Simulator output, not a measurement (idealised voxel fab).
Process module in this document: voxel ribs on slabs
FYI the section here is cut, 220 nm wide, cells are 5 nm squares.
Reading order for cross-sections: top band down to bottom band. Underlying form: a grid of square cells. Band size: one or more rows of cells. Within each band entry, the heights of the top and of the bottom of the band appear first, in that order and in nm; the materials of the band then follow from left to right, each with its corresponding width in nm. The designation "throughout" on a single material indicates that it fills the band from edge to edge; the designation "blank" indicates empty space. Zero point of the height axis is 0; under it, received wafer = one material. Lowest band: continues down indefinitely, "0 -> down". Think of "30..40" as a width that walks from the first number to the second as you go down the band, top row to bottom row, taking equal-sized steps from row to row. The designation "no change occurred", where it is given for a processing step, indicates that no cell of the cross-section was altered in the course of that step. "Enclosed void catalog" enumerates empty spaces isolated from the top, with no open way to it, that contain at least 8 cells, giving each as width x height at distance from the left edge, all three in nm. Post-settings text on a step line: simulator's own remark regarding the step. overlay nm: step with mask; distance mask lay right of planned place; negative value = left of planned place.

-- Set out below are the planned steps of the process
step 1: RECEIVE (material Si)
step 2: DIRECTIONAL_DEP (material SiO2; thk nm 20)
step 3: DIRECTIONAL_DEP (material SiN; thk nm 25)
step 4: DIRECTIONAL_DEP (material aC; thk nm 15)
step 5: PATTERN (tone cover; mask id RIB; material resist; width nm 15; thk nm 30; overlay nm 0)
step 6: DIRECTIONAL_ETCH (etch materials aC; depth nm 15)
step 7: STRIP (etch materials resist)
step 8: DIRECTIONAL_ETCH (etch materials SiN; depth nm 20)
step 9: STRIP (etch materials aC)
step 10: DIRECTIONAL_DEP (material aC; thk nm 10)
step 11: PATTERN (tone cover; mask id SLAB; material resist; width nm 45; thk nm 30; overlay nm 0)
step 12: DIRECTIONAL_ETCH (etch materials aC; depth nm 10)
step 13: STRIP (etch materials resist)
step 14: DIRECTIONAL_ETCH (etch materials SiN; depth nm 5)
step 15: STRIP (etch materials aC)
step 16: FILL_DEP (material SiO2; thk nm 25)
step 17: CMP (height nm 60)
step 18: DIRECTIONAL_DEP (material TiN; thk nm 5)
step 19: MASKED_ETCH (tone cover; mask id HEATER; width nm 25; etch materials TiN; depth nm 5; overlay nm 0)
step 20: CONFORMAL_DEP (material SiO2; thk nm 10)

-- First of the two wafers, run per plan

-- Incoming wafer, cross-sectional view, post step 1
	0 -> down = Si throughout
	Enclosed void catalog: none

-- Cross-sectional representation of the wafer at the conclusion of step 2
	20 -> 0 = SiO2 throughout
	At heights below 0, the structure remains unaltered.

-- Cross-sectional representation of the wafer at the conclusion of step 3
	45 -> 20 = SiN throughout
	At heights below 20, the structure remains unaltered.

-- Cross-sectional representation of the wafer at the conclusion of step 4
	60 -> 45 = aC throughout
	At heights below 45, the structure remains unaltered.

-- Cross-sectional representation of the wafer at the conclusion of step 5
	90 -> 60 = blank 100 nm  resist 15 nm  blank 105 nm
	At heights below 60, the structure remains unaltered.

-- Cross-sectional representation of the wafer at the conclusion of step 6
	75 -> 60 = blank 100 nm  resist 15 nm  blank 105 nm
	60 -> 45 = blank 100 nm  aC 15 nm  blank 105 nm
	At heights below 45, the structure remains unaltered.

-- Cross-sectional representation of the wafer at the conclusion of step 7
	60 -> 45 = blank 100 nm  aC 15 nm  blank 105 nm
	At heights below 45, the structure remains unaltered.

-- Cross-sectional representation of the wafer at the conclusion of step 8
	60 -> 45 = blank 100 nm  aC 15 nm  blank 105 nm
	45 -> 25 = blank 100 nm  SiN 15 nm  blank 105 nm
	At heights below 25, the structure remains unaltered.

-- Cross-sectional representation of the wafer at the conclusion of step 9
	45 -> 25 = blank 100 nm  SiN 15 nm  blank 105 nm
	At heights below 25, the structure remains unaltered.

-- Cross-sectional representation of the wafer at the conclusion of step 10
	55 -> 45 = blank 100 nm  aC 15 nm  blank 105 nm
	45 -> 35 = blank 100 nm  SiN 15 nm  blank 105 nm
	35 -> 25 = aC 100 nm  SiN 15 nm  aC 105 nm
	At heights below 25, the structure remains unaltered.

-- Cross-sectional representation of the wafer at the conclusion of step 11
	85 -> 55 = blank 85 nm  resist 45 nm  blank 90 nm
	55 -> 45 = blank 85 nm  resist 15 nm  aC 15 nm  resist 15 nm  blank 90 nm
	45 -> 35 = blank 85 nm  resist 15 nm  SiN 15 nm  resist 15 nm  blank 90 nm
	At heights below 35, the structure remains unaltered.

-- Cross-sectional representation of the wafer at the conclusion of step 12
	75 -> 55 = blank 85 nm  resist 45 nm  blank 90 nm
	55 -> 45 = blank 85 nm  resist 15 nm  aC 15 nm  resist 15 nm  blank 90 nm
	45 -> 35 = blank 85 nm  resist 15 nm  SiN 15 nm  resist 15 nm  blank 90 nm
	35 -> 25 = blank 85 nm  aC 15 nm  SiN 15 nm  aC 15 nm  blank 90 nm
	At heights below 25, the structure remains unaltered.

-- Cross-sectional representation of the wafer at the conclusion of step 13
	55 -> 45 = blank 100 nm  aC 15 nm  blank 105 nm
	45 -> 35 = blank 100 nm  SiN 15 nm  blank 105 nm
	At heights below 35, the structure remains unaltered.

-- Cross-sectional representation of the wafer at the conclusion of step 14
	55 -> 45 = blank 100 nm  aC 15 nm  blank 105 nm
	45 -> 35 = blank 100 nm  SiN 15 nm  blank 105 nm
	35 -> 25 = blank 85 nm  aC 15 nm  SiN 15 nm  aC 15 nm  blank 90 nm
	25 -> 20 = blank 85 nm  SiN 45 nm  blank 90 nm
	At heights below 20, the structure remains unaltered.

-- Cross-sectional representation of the wafer at the conclusion of step 15
	45 -> 25 = blank 100 nm  SiN 15 nm  blank 105 nm
	At heights below 25, the structure remains unaltered.

-- Cross-sectional representation of the wafer at the conclusion of step 16
	70 -> 45 = SiO2 throughout
	45 -> 25 = SiO2 100 nm  SiN 15 nm  SiO2 105 nm
	25 -> 20 = SiO2 85 nm  SiN 45 nm  SiO2 90 nm
	At heights below 20, the structure remains unaltered.

-- Cross-sectional representation of the wafer at the conclusion of step 17
	60 -> 45 = SiO2 throughout
	At heights below 45, the structure remains unaltered.

-- Cross-sectional representation of the wafer at the conclusion of step 18
	65 -> 60 = TiN throughout
	At heights below 60, the structure remains unaltered.

-- Cross-sectional representation of the wafer at the conclusion of step 19
	65 -> 60 = blank 95 nm  TiN 25 nm  blank 100 nm
	At heights below 60, the structure remains unaltered.

-- Cross-sectional representation of the wafer at the conclusion of step 20
	75 -> 70 = blank 85 nm  SiO2 45 nm  blank 90 nm
	70 -> 65 = SiO2 throughout
	65 -> 60 = SiO2 95 nm  TiN 25 nm  SiO2 100 nm
	At heights below 60, the structure remains unaltered.

-- Okay, second wafer. Nothing different at the start, nothing different in the plan, just one mistake somewhere in the running. As far as step 15, counting that step, it's the first wafer all over again

-- Cross-sectional view of the second wafer at the intended end time of process step 16
	70 -> 45 = aC throughout
	45 -> 25 = aC 100 nm  SiN 15 nm  aC 105 nm
	25 -> 20 = aC 85 nm  SiN 45 nm  aC 90 nm
	At heights below 20, the structure remains unaltered.

-- Cross-sectional view of the second wafer at the intended end time of process step 17
	60 -> 45 = aC throughout
	At heights below 45, the structure remains unaltered.

-- Cross-sectional view of the second wafer at the intended end time of process step 18
	65 -> 60 = TiN throughout
	At heights below 60, the structure remains unaltered.

-- Cross-sectional view of the second wafer at the intended end time of process step 19
	65 -> 60 = blank 95 nm  TiN 25 nm  blank 100 nm
	At heights below 60, the structure remains unaltered.

-- Cross-sectional view of the second wafer at the intended end time of process step 20
	75 -> 70 = blank 85 nm  SiO2 45 nm  blank 90 nm
	70 -> 65 = SiO2 throughout
	65 -> 60 = SiO2 95 nm  TiN 25 nm  SiO2 100 nm
	At heights below 60, the structure remains unaltered.
Misprocessing identified: step 16 deviated from plan and actually ran as FILL_DEP (material aC; thk nm 25)
At the finish, the second wafer shows more or fewer cells for some materials than the first does: 331 fewer of SiO2; 331 more of aC
